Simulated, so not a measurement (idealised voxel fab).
process module | voxel trench capacitor
Each square cell in cross-section cut measures 5 nm, and the section as a whole is 200 nm wide.
A cross-section is a grid of square cells, given in bands from the top down. A band is one or more rows of cells. It is stipulated that each band's entry specify, in nanometres, the height of the top of the band and then that of its bottom, followed by the materials of the band in left-to-right sequence, each together with its width in nanometres. A single material marked by the word "everywhere" is understood to fill the band from edge to edge; the word "blank" is understood to denote empty space. Heights are measured from 0, the level below which the as-received wafer is all one material; the lowest band has no bottom and continues downward, written as in "0 nm and below". Width spec "30..40" -> top row of cells at first value, bottom row at second value, equal per-row change in between. No cell of the cross-section changed in a step that is given as "nothing changed". If an empty space has no open way to the top and is at least 8 cells in size, "Enclosed void entries" lists it, written width x height at distance, where distance is measured from the left edge and every value is in nm. Text after the settings on a step's line: the simulator's own remark on that step. "overlay nm", when on a step's line for a step with a mask, measures how far to the right of its planned place the mask lay; a negative measure means to the left.

This section lists the process steps that were planned:
1) RECEIVE, material Si
2) CONFORMAL_DEP, material SiN, thk nm 5
3) MASKED_ETCH, tone open, mask id TRENCH, width nm 15, pitch nm 45, etch materials SiN, depth nm 5, overlay nm 0
4) MASKED_ETCH, tone open, mask id TRENCH, width nm 15, pitch nm 45, etch materials Si, depth nm 40, overlay nm 0
5) CONFORMAL_DEP, material SiO2, thk nm 5
6) FILL_DEP, material polySi, thk nm 5
7) CMP, height nm 5

As received (post step 1): cross-section:
* 0 nm and below = Si everywhere
* Enclosed void entries: none

Wafer cross-section at module end: first of two, run to plan:
* 5 nm to 0 nm = SiN (45) | SiO2 (5) | polySi (5) | SiO2 (5) | SiN (30) | SiO2 (5) | polySi (5) | SiO2 (5) | SiN (30) | SiO2 (5) | polySi (5) | SiO2 (5) | SiN (50)
* 0 nm to -35 nm = Si (45) | SiO2 (5) | polySi (5) | SiO2 (5) | Si (30) | SiO2 (5) | polySi (5) | SiO2 (5) | Si (30) | SiO2 (5) | polySi (5) | SiO2 (5) | Si (50)
* -35 nm to -40 nm = Si (45) | SiO2 (15) | Si (30) | SiO2 (15) | Si (30) | SiO2 (15) | Si (50)
* -40 nm and below = Si everywhere
* Enclosed void entries: none

Module end: cross-section of wafer two of two. Same start and process plan as the first wafer. One mistake during execution:
* 5 nm to 0 nm = polySi (45) | SiO2 (5) | polySi (5) | SiO2 (5) | polySi (30) | SiO2 (5) | polySi (5) | SiO2 (5) | polySi (30) | SiO2 (5) | polySi (5) | SiO2 (5) | polySi (50)
* 0 nm to -30 nm = Si (45) | SiO2 (5) | polySi (5) | SiO2 (5) | Si (30) | SiO2 (5) | polySi (5) | SiO2 (5) | Si (30) | SiO2 (5) | polySi (5) | SiO2 (5) | Si (50)
* -30 nm to -35 nm = Si (45) | SiO2 (15) | Si (30) | SiO2 (15) | Si (30) | SiO2 (15) | Si (50)
* -35 nm and below = Si everywhere
* Enclosed void entries: none
Misprocessing identified: the process deviated at step 2: the operation and settings actually run there were CONFORMAL_DEP, material polySi, thk nm 5
Materials where the second wafer ends with more or fewer cells than the first: Si +9 | SiN -31 | SiO2 -6 | polySi +28
